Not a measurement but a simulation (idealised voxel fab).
Name of the process module below: voxel local oxidation
Cross-section cut spans 205 nm and uses square cells 5 nm in size.
Heads up, the way a cross-section reads in here is a grid of square cells, handed over as bands from the top down, with every band being one or more rows of cells.
Look at the band entry: it leads with the top's height and the bottom's height in nm. Then it lists the materials left to right, with a width in nm for each. The word "everywhere" on a single material says that material fills the band edge to edge. The word "blank" is empty space.
Zero point of the height axis is 0; under it, received wafer = one material. Lowest band: continues down indefinitely, "from 0 down".
Width: "30..40" (first number = top row, second number = bottom row, same change from row to row of cells).
No cell of the cross-section changed in a step that is given as "no alterations made".
Voids, fully enclosed: empty space of 8 cells or more with no open way to the top, each as width x height at its distance from the left edge, in nm
The remark found on a step's line after its settings is issued by the simulator itself and pertains to that step.
A step line may carry the setting "overlay nm", which, for steps involving a mask, states the distance by which the mask lay to the right of its intended position; negative values denote displacement to the left.
### The process steps that were planned are listed below
- 1: RECEIVE [material Si]
- 2: CONFORMAL_DEP [material SiO2] [thk nm 5]
- 3: CONFORMAL_DEP [material SiN] [thk nm 15]
- 4: DIRECTIONAL_DEP [material aC] [thk nm 10]
- 5: PATTERN [tone cover] [mask id ACTIVE] [material resist] [width nm 90] [thk nm 30] [overlay nm 0]
- 6: DIRECTIONAL_ETCH [etch materials aC] [depth nm 10]
- 7: STRIP [etch materials resist]
- 8: DIRECTIONAL_ETCH [etch materials SiN] [depth nm 15]
- 9: STRIP [etch materials aC]
- 10: SELECTIVE_ETCH [etch materials SiO2] [depth nm 5]
- 11: OXIDIZE [depth nm 15]
- 12: STRIP [etch materials SiN]
### Here's what the wafer looked like in cross-section when it arrived - that's after step 1
from 0 down: Si everywhere
Voids, fully enclosed: none
### Post-module cross-section: identical start and plan to those above, one misstep in execution
from 5 to 0: 50 of SiO2 / 100 of blank / 55 of SiO2
from 0 to -15: 35 of Si / 130 of SiO2 / 40 of Si
from -15 down: Si everywhere
Voids, fully enclosed: none
So what did we get wrong on this run? heads up, step 5 didn't go per plan, it actually ran as PATTERN [tone open] [mask id ACTIVE] [material resist] [width nm 90] [thk nm 30] [overlay nm 0]
